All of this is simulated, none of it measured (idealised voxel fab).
process module | voxel plated lines
cross-section cut | 195 nm wide | cells 5 nm
A cross-section is a grid of square cells, given in bands from the top down. A band is one or more rows of cells.
Each band's line starts with the height of the band's top and of its bottom, in nm. Then come its materials from left to right, each with its width in nm. One material with "throughout" fills the band from edge to edge. "air" is empty space.
Height 0 is the level under which the wafer as received is all one material. The lowest band goes on downwards, as in "0 down".
A width such as "30 to 40" changes by the same amount from each row of cells to the next, from the band's top row to its bottom row.
"no change" after a step means that no cell of the cross-section changed.
closed voids: empty space of 8 cells or more with no open way to the top, each as width x height at its distance from the left edge, in nm
after a step's settings: what the simulator itself notes on the step
overlay nm, on a step with a mask: how far to the right of its planned place the mask lay; to the left if negative
plan
1 op RECEIVE | material Si
2 op CONFORMAL_DEP | material SiN | thk nm 10
3 op DIRECTIONAL_DEP | material TiN | thk nm 5
4 op PATTERN | tone open | mask id LINES | material resist | width nm 15 | pitch nm 35 | thk nm 35 | overlay nm 0
5 op EPI | material Ru | thk nm 10
6 op EPI | material Ru | thk nm 5
7 op EPI | material Ru | thk nm 10
8 op STRIP | etch materials resist
9 op DIRECTIONAL_ETCH | etch materials TiN | depth nm 5
10 op CONFORMAL_DEP | material SiCN | thk nm 5
first wafer, as planned
as received, after step 1
  0 down: Si throughout
  closed voids: none
after step 2
  10 to 0: SiN throughout
  below 0: unchanged
after step 3
  15 to 10: TiN throughout
  below 10: unchanged
after step 4
  50 to 15: resist 70 | air 15 | resist 20 | air 15 | resist 75
  below 15: unchanged
after step 5
  50 to 25: resist 70 | air 15 | resist 20 | air 15 | resist 75
  25 to 15: resist 70 | Ru 15 | resist 20 | Ru 15 | resist 75
  below 15: unchanged
after step 6
  50 to 30: resist 70 | air 15 | resist 20 | air 15 | resist 75
  30 to 15: resist 70 | Ru 15 | resist 20 | Ru 15 | resist 75
  below 15: unchanged
after step 7
  50 to 40: resist 70 | air 15 | resist 20 | air 15 | resist 75
  40 to 15: resist 70 | Ru 15 | resist 20 | Ru 15 | resist 75
  below 15: unchanged
after step 8
  40 to 15: air 70 | Ru 15 | air 20 | Ru 15 | air 75
  below 15: unchanged
after step 9
  40 to 15: air 70 | Ru 15 | air 20 | Ru 15 | air 75
  15 to 10: air 70 | TiN 15 | air 20 | TiN 15 | air 75
  below 10: unchanged
after step 10
  45 to 40: air 65 | SiCN 25 | air 10 | SiCN 25 | air 70
  40 to 15: air 65 | SiCN 5 | Ru 15 | SiCN 5 | air 10 | SiCN 5 | Ru 15 | SiCN 5 | air 70
  15 to 10: SiCN 70 | TiN 15 | SiCN 20 | TiN 15 | SiCN 75
  below 10: unchanged
second wafer: like start, like plan, one mistake. Through step 3 it matches the first wafer
when step 4 should have ended
  50 to 15: air 70 | resist 15 | air 20 | resist 15 | air 75
  below 15: unchanged
when step 5 should have ended
  50 to 25: air 70 | resist 15 | air 20 | resist 15 | air 75
  25 to 15: Ru 70 | resist 15 | Ru 20 | resist 15 | Ru 75
  below 15: unchanged
when step 6 should have ended
  50 to 30: air 70 | resist 15 | air 20 | resist 15 | air 75
  30 to 15: Ru 70 | resist 15 | Ru 20 | resist 15 | Ru 75
  below 15: unchanged
when step 7 should have ended
  50 to 40: air 70 | resist 15 | air 20 | resist 15 | air 75
  40 to 15: Ru 70 | resist 15 | Ru 20 | resist 15 | Ru 75
  below 15: unchanged
when step 8 should have ended
  40 to 15: Ru 70 | air 15 | Ru 20 | air 15 | Ru 75
  below 15: unchanged
when step 9 should have ended
  40 to 15: Ru 70 | air 15 | Ru 20 | air 15 | Ru 75
  15 to 10: TiN 70 | air 15 | TiN 20 | air 15 | TiN 75
  below 10: unchanged
when step 10 should have ended
  45 to 40: SiCN 75 | air 5 | SiCN 30 | air 5 | SiCN 80
  40 to 15: Ru 70 | SiCN 5 | air 5 | SiCN 5 | Ru 20 | SiCN 5 | air 5 | SiCN 5 | Ru 75
  15 to 10: TiN 70 | SiCN 15 | TiN 20 | SiCN 15 | TiN 75
  below 10: unchanged
what went wrong: step 4 ran as: op PATTERN | tone cover | mask id LINES | material resist | width nm 15 | pitch nm 35 | thk nm 35 | overlay nm 0
at the end the second wafer has, in cells: 135 more of Ru | 27 more of TiN
